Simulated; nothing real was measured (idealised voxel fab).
process module | voxel self aligned contacts
cross-section cut | 185 nm wide | cells 5 nm
A cross-section is a grid of square cells, given in bands from the top down. A band is one or more rows of cells.
Each band's line starts with the height of the band's top and of its bottom, in nm. Then come its materials from left to right, each with its width in nm. One material with "throughout" fills the band from edge to edge. "air" is empty space.
Height 0 is the level under which the wafer as received is all one material. The lowest band goes on downwards, as in "0 down".
A width such as "30 to 40" changes by the same amount from each row of cells to the next, from the band's top row to its bottom row.
"no change" after a step means that no cell of the cross-section changed.
closed voids: empty space of 8 cells or more with no open way to the top, each as width x height at its distance from the left edge, in nm
after a step's settings: what the simulator itself notes on the step
overlay nm, on a step with a mask: how far to the right of its planned place the mask lay; to the left if negative
plan
1 op RECEIVE | material Si
2 op OXIDIZE | depth nm 5
3 op DIRECTIONAL_DEP | material polySi | thk nm 25
4 op DIRECTIONAL_DEP | material SiN | thk nm 25
5 op DIRECTIONAL_DEP | material aC | thk nm 10
6 op PATTERN | tone cover | mask id GATE | material resist | width nm 25 | pitch nm 65 | thk nm 30 | overlay nm 0
7 op DIRECTIONAL_ETCH | etch materials aC | depth nm 10
8 op STRIP | etch materials resist
9 op DIRECTIONAL_ETCH | etch materials SiN | depth nm 25
10 op DIRECTIONAL_ETCH | etch materials polySi | depth nm 25
11 op STRIP | etch materials aC
12 op CONFORMAL_DEP | material SiN | thk nm 10
13 op DIRECTIONAL_ETCH | etch materials SiN | depth nm 10
14 op FILL_DEP | material SiO2 | thk nm 20
15 op CMP | height nm 60
16 op MASKED_ETCH | tone open | mask id CONTACT | width nm 50 | pitch nm 65 | etch materials SiO2 | depth nm 65 | overlay nm 0
17 op CONFORMAL_DEP | material TiN | thk nm 5
18 op FILL_DEP | material W | thk nm 5
19 op CMP | height nm 60
20 op CONFORMAL_DEP | material SiCN | thk nm 5
as received, after step 1
  0 down: Si throughout
  closed voids: none
a wafer at the end: this start, this plan, one mistake
  65 to 60: SiCN throughout
  60 to 55: SiO2 5 | SiN 45 | TiN 5 | W 10 | TiN 5 | SiN 45 | TiN 5 | W 10 | TiN 5 | SiN 45 | SiO2 5
  55 to 50: SiO2 5 | SiN 45 | TiN 20 | SiN 45 | TiN 20 | SiN 45 | SiO2 5
  50 to 25: SiN throughout
  25 to 0: polySi throughout
  0 to -5: SiO2 throughout
  -5 down: Si throughout
  closed voids: none
what went wrong: step 4 was run twice
